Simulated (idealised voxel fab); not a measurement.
Process module under the name voxel self aligned vias
It is cross-section cut that appears here, measuring 250 nm in width, its square cells being 5 nm in size.
How to read a cross-section here: the picture is a grid of square cells, written as bands going from the top down, and any band can span one or more rows of cells.
The entry gives the band's vertical extent as a top height and a bottom height in nm, then its horizontal make-up as materials from left to right, each with a width in nm. "empty" stands for empty space; a single material marked "full width" fills the band edge to edge.
Where do heights start? At 0: under that level the wafer as delivered is made of one material only. And the lowest band has no floor; it just carries on downward, as in "from 0 down".
The width entry "30->40" should be interpreted row by row: the top row of cells in the band takes the first number, the bottom row takes the second number, and the change between adjacent rows is uniform throughout.
Basically "stayed the same" means that step didn't change any cell in the cross-section.
"Enclosed void list": sealed empty spaces, 8 cells or more, no open way to top, listed width x height at distance, with distance from the left edge and width, height and distance in nm.
after a step's settings: what the simulator itself notes on the step
overlay nm: mask offset rightward from planned place, masked step; negative means leftward offset.
## Here's what the planned process steps look like
1 RECEIVE [material Si]
2 CONFORMAL_DEP [material SiO2] [thk nm 15]
3 CONFORMAL_DEP [material SiCN] [thk nm 5]
4 DIRECTIONAL_DEP [material SiO2] [thk nm 20]
5 MASKED_ETCH [tone open] [mask id LINES] [width nm 20] [pitch nm 60] [etch materials SiO2] [depth nm 20] [overlay nm 0]
6 CONFORMAL_DEP [material TiN] [thk nm 5]
7 FILL_DEP [material Ru] [thk nm 5]
8 CMP [height nm 40]
9 SELECTIVE_ETCH [etch materials W Ru TiN] [depth nm 10]
10 FILL_DEP [material SiN] [thk nm 5]
11 CMP [height nm 40]
12 DIRECTIONAL_DEP [material SiO2] [thk nm 15]
13 PATTERN [tone open] [mask id VIAS] [material resist] [width nm 30] [pitch nm 120] [thk nm 20] [overlay nm 0]
14 DIRECTIONAL_ETCH [etch materials SiO2] [depth nm 15]
15 DIRECTIONAL_ETCH [etch materials SiN] [depth nm 10]
16 STRIP [etch materials resist]
17 CONFORMAL_DEP [material TiN] [thk nm 5]
18 FILL_DEP [material Ru] [thk nm 10]
19 CMP [height nm 55]
20 CONFORMAL_DEP [material SiN] [thk nm 5]
## Cross-section, incoming material, after step 1
> from 0 down = Si full width
> Enclosed void list: none
## Cross-section, first of two wafers, end of module, run as planned
> from 60 to 55 = SiN full width
> from 55 to 45 = SiO2 50; TiN 5; Ru 20; TiN 5; SiO2 90; TiN 5; Ru 20; TiN 5; SiO2 50
> from 45 to 40 = SiO2 50; TiN 10; Ru 10; TiN 10; SiO2 90; TiN 10; Ru 10; TiN 10; SiO2 50
> from 40 to 35 = SiO2 55; TiN 5; Ru 10; TiN 5; SiO2 40; SiN 20; SiO2 40; TiN 5; Ru 10; TiN 5; SiO2 55
> from 35 to 30 = SiO2 55; TiN 20; SiO2 40; SiN 20; SiO2 40; TiN 20; SiO2 55
> from 30 to 25 = SiO2 55; TiN 5; Ru 10; TiN 5; SiO2 40; TiN 5; Ru 10; TiN 5; SiO2 40; TiN 5; Ru 10; TiN 5; SiO2 55
> from 25 to 20 = SiO2 55; TiN 20; SiO2 40; TiN 20; SiO2 40; TiN 20; SiO2 55
> from 20 to 15 = SiCN full width
> from 15 to 0 = SiO2 full width
> from 0 down = Si full width
> Enclosed void list: none
## Cross-sectional view: second of two wafers, end of module; start and plan identical to the first, one mistake in running
> from 75 to 70 = SiN full width
> from 70 to 60 = Ru full width
> from 60 to 55 = TiN 55; Ru 20; TiN 100; Ru 20; TiN 55
> from 55 to 45 = SiO2 50; TiN 5; Ru 20; TiN 5; SiO2 90; TiN 5; Ru 20; TiN 5; SiO2 50
> from 45 to 40 = SiO2 50; TiN 10; Ru 10; TiN 10; SiO2 90; TiN 10; Ru 10; TiN 10; SiO2 50
> from 40 to 35 = SiO2 55; TiN 5; Ru 10; TiN 5; SiO2 40; SiN 20; SiO2 40; TiN 5; Ru 10; TiN 5; SiO2 55
> from 35 to 30 = SiO2 55; TiN 20; SiO2 40; SiN 20; SiO2 40; TiN 20; SiO2 55
> from 30 to 25 = SiO2 55; TiN 5; Ru 10; TiN 5; SiO2 40; TiN 5; Ru 10; TiN 5; SiO2 40; TiN 5; Ru 10; TiN 5; SiO2 55
> from 25 to 20 = SiO2 55; TiN 20; SiO2 40; TiN 20; SiO2 40; TiN 20; SiO2 55
> from 20 to 15 = SiCN full width
> from 15 to 0 = SiO2 full width
> from 0 down = Si full width
> Enclosed void list: none
Deviation from plan: the run left out plan step 19 entirely, so it was never executed
Wrapping up, a cell-based count of both wafers puts the second over or under the first for these materials: Ru +108 | TiN +42
